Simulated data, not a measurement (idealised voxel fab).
voxel air gaps: a process module
Pictured: cross-section cut, 205 nm wide, on a grid of 5 nm square cells.
Cross-section, as written here: a square-cell grid given band by band from the top down, where a band holds one or more rows of cells. It is stipulated that each band's entry specify, in nanometres, the height of the top of the band and then that of its bottom, followed by the materials of the band in left-to-right sequence, each together with its width in nanometres. A single material marked by the word "edge to edge" is understood to fill the band from edge to edge; the word "blank" is understood to denote empty space. We count height from 0. Below that, the starting wafer is all one material. The lowest band never ends at the bottom but goes on down; see "0 and below" for how that is written. Per-row width for "30 to 40": begins at first number (top row of band), ends at second number (bottom row), increment between rows held constant. "same as before" means the step left every cell of the cross-section as it was. You'll see "Enclosed void entries" listing empty spaces that have no way open to the top, as long as they're 8 cells or more; the notation is width x height at distance, where the distance is from the left edge, and all of it is in nm. Whatever follows a step's settings on its line is a remark the simulator itself makes about that step. "overlay nm", when on a step's line for a step with a mask, measures how far to the right of its planned place the mask lay; a negative measure means to the left.

Steps in the process plan
1) RECEIVE [material Si]
2) CONFORMAL_DEP [material SiO2] [thk nm 10]
3) CONFORMAL_DEP [material SiN] [thk nm 5]
4) DIRECTIONAL_DEP [material SiO2] [thk nm 40]
5) PATTERN [tone open] [mask id LINES] [material resist] [width nm 15] [pitch nm 40] [thk nm 20] [overlay nm 0]
6) DIRECTIONAL_ETCH [etch materials SiO2] [depth nm 40]
7) STRIP [etch materials resist]
8) CONFORMAL_DEP [material TiN] [thk nm 5]
9) FILL_DEP [material Cu] [thk nm 5]
10) CMP [height nm 55]
11) EPI [material Ru] [thk nm 10]
12) SELECTIVE_ETCH [etch materials SiO2] [depth nm 50]
13) CONFORMAL_DEP [material SiN] [thk nm 5]
The wafers in this document start out alike and differ in the width nm applied at step 5; the plan shows the value used for the first wafer.

Incoming state of the first of several wafers in cross-section: after step 1
* 0 and below  Si edge to edge
* Enclosed void entries: none

Tabulated below, wafer by wafer, are the end-of-module results: for each material, the number of cells gained (+) or lost (-) relative to the as-received state, followed by the closed voids
width nm 15; +21 Cu; +42 Ru; +158 SiN; +82 SiO2; +51 TiN; Enclosed void entries: 15 x 30 at 75; 15 x 30 at 115
width nm 20; +42 Cu; +48 Ru; +110 SiN; +146 SiO2; +54 TiN; Enclosed void entries: none
width nm 25; +63 Cu; +50 Ru; +110 SiN; +130 SiO2; +57 TiN; Enclosed void entries: none
